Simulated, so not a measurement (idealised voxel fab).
The following is a process module called voxel wiring stack.
This is section cut - it's 190 nm across, gridded in 5 nm square cells.
Cross-section spec: square-cell grid; bands listed top down; each band is one or more rows. In this notation a band is specified by the heights of its top and bottom, in that order and in nm, after which its materials appear from left to right, each paired with its width in nm. The word "full width" attached to a single material means that material fills the band from edge to edge; the word "blank" stands for empty space. Heights are measured from 0, the level below which the as-received wafer is all one material; the lowest band has no bottom and continues downward, written as in "top 0, no bottom". Note: "30..40" means the width goes from the first number (top row of the band) to the second number (bottom row) in equal steps per row of cells. Reading "nothing was modified" for a step: not a cell of the cross-section changed in it. "Enclosed void inventory" contains a list of empty spaces, each no smaller than 8 cells and without an open way to the top, written in the form width x height at distance with the distance from the left edge and all three in nm. If you see something after the settings on a step's line, that's the simulator's own remark about that step. What "overlay nm" on a step's line means: if the step has a mask, that mask lay this far to the right of its planned place, or, when the value is negative, to the left.
**Process steps - plan**
| 1 | RECEIVE [material Si] |
| 2 | CONFORMAL_DEP [material SiO2] [thk nm 10] |
| 3 | CONFORMAL_DEP [material SiN] [thk nm 5] |
| 4 | DIRECTIONAL_DEP [material lowk] [thk nm 15] |
| 5 | DIRECTIONAL_DEP [material aC] [thk nm 10] |
| 6 | PATTERN [tone open] [mask id METAL_1] [material resist] [width nm 25] [pitch nm 50] [thk nm 30] [overlay nm 0] |
| 7 | DIRECTIONAL_ETCH [etch materials aC] [depth nm 10] |
| 8 | STRIP [etch materials resist] |
| 9 | DIRECTIONAL_ETCH [etch materials lowk] [depth nm 15] |
| 10 | DIRECTIONAL_ETCH [etch materials SiN] [depth nm 5] |
| 11 | STRIP [etch materials aC] |
| 12 | CONFORMAL_DEP [material TiN] [thk nm 5] |
| 13 | FILL_DEP [material Cu] [thk nm 5] |
| 14 | CMP [height nm 30] |
| 15 | EPI [material Ru] [thk nm 5] |
| 16 | FILL_DEP [material SiCN] [thk nm 5] |
| 17 | DIRECTIONAL_DEP [material SiO2] [thk nm 25] |
| 18 | DIRECTIONAL_DEP [material aC] [thk nm 15] |
| 19 | PATTERN [tone open] [mask id METAL_2] [material resist] [width nm 15] [pitch nm 50] [thk nm 30] [overlay nm 0] |
| 20 | DIRECTIONAL_ETCH [etch materials aC] [depth nm 15] |
| 21 | STRIP [etch materials resist] |
| 22 | DIRECTIONAL_ETCH [etch materials SiO2] [depth nm 15] |
| 23 | STRIP [etch materials aC] |
| 24 | MASKED_ETCH [tone open] [mask id METAL_2_HOLES] [width nm 15] [etch materials SiO2] [depth nm 10] [overlay nm 0] |
| 25 | MASKED_ETCH [tone open] [mask id METAL_2_HOLES] [width nm 15] [etch materials SiCN] [depth nm 5] [overlay nm 0] |
| 26 | CONFORMAL_DEP [material TiN] [thk nm 5] |
| 27 | FILL_DEP [material Cu] [thk nm 5] |
| 28 | CMP [height nm 65] |
| 29 | CONFORMAL_DEP [material SiCN] [thk nm 5] |
Across this set of wafers, the varied parameter is the width nm of step 19. Starting conditions are identical for every wafer, and the plan reports the value assigned to the first wafer.
**The first of several wafers as received, shown in cross-section; this is its state after step 1**
    top 0, no bottom  Si full width
    Enclosed void inventory: none
**Last step of the module is step 29; after it, the first of several wafers in cross-section**
    top 70, bottom 65  SiCN full width
    top 65, bottom 55  55 of SiO2 / 5..10 of TiN / 10..5 of Cu / 5 of TiN / 35 of SiO2 / 5 of TiN / 5 of Cu / 5 of TiN / 65 of SiO2
    top 55, bottom 50  60 of SiO2 / 15 of TiN / 35 of SiO2 / 15 of TiN / 65 of SiO2
    top 50, bottom 40  60 of SiO2 / 10 of TiN / 120 of SiO2
    top 40, bottom 35  60 of SiCN / 10 of TiN / 120 of SiCN
    top 35, bottom 30  50 of SiCN / 35 of Ru / 15 of SiCN / 35 of Ru / 55 of SiCN
    top 30, bottom 15  55 of lowk / 5 of TiN / 15 of Cu / 5 of TiN / 25 of lowk / 5 of TiN / 15 of Cu / 5 of TiN / 60 of lowk
    top 15, bottom 10  55 of SiN / 25 of TiN / 25 of SiN / 25 of TiN / 60 of SiN
    top 10, bottom 0  SiO2 full width
    top 0, no bottom  Si full width
    Enclosed void inventory: none
**A cross-section through the last wafer at the close of the module**
    top 70, bottom 65  SiCN full width
    top 65, bottom 55  50 of SiO2 / 5 of TiN / 25 of Cu / 5 of TiN / 15 of SiO2 / 5 of TiN / 25 of Cu / 5 of TiN / 55 of SiO2
    top 55, bottom 50  50 of SiO2 / 10 of TiN / 5 of Cu / 20 of TiN / 15 of SiO2 / 35 of TiN / 55 of SiO2
    top 50, bottom 40  55 of SiO2 / 5 of TiN / 5 of Cu / 5 of TiN / 120 of SiO2
    top 40, bottom 35  55 of SiCN / 15 of TiN / 120 of SiCN
    top 35, bottom 30  50 of SiCN / 35 of Ru / 15 of SiCN / 35 of Ru / 55 of SiCN
    top 30, bottom 15  55 of lowk / 5 of TiN / 15 of Cu / 5 of TiN / 25 of lowk / 5 of TiN / 15 of Cu / 5 of TiN / 60 of lowk
    top 15, bottom 10  55 of SiN / 25 of TiN / 25 of SiN / 25 of TiN / 60 of SiN
    top 10, bottom 0  SiO2 full width
    top 0, no bottom  Si full width
    Enclosed void inventory: none
**For your reference, the table is organized with a row per wafer; each row reflects the wafer at the end of the module, indicating for each material the cells gained (+) or lost (-) since receipt, and thereafter its closed voids**
width nm 15; +23 Cu; +14 Ru; +98 SiCN; +28 SiN; +242 SiO2; +43 TiN; +84 lowk; Enclosed void inventory: none
width nm 20; +27 Cu; +14 Ru; +98 SiCN; +28 SiN; +236 SiO2; +45 TiN; +84 lowk; Enclosed void inventory: none
width nm 25; +33 Cu; +14 Ru; +97 SiCN; +28 SiN; +230 SiO2; +46 TiN; +84 lowk; Enclosed void inventory: none
width nm 30; +37 Cu; +14 Ru; +97 SiCN; +28 SiN; +224 SiO2; +48 TiN; +84 lowk; Enclosed void inventory: none
width nm 35; +41 Cu; +14 Ru; +97 SiCN; +28 SiN; +218 SiO2; +50 TiN; +84 lowk; Enclosed void inventory: none
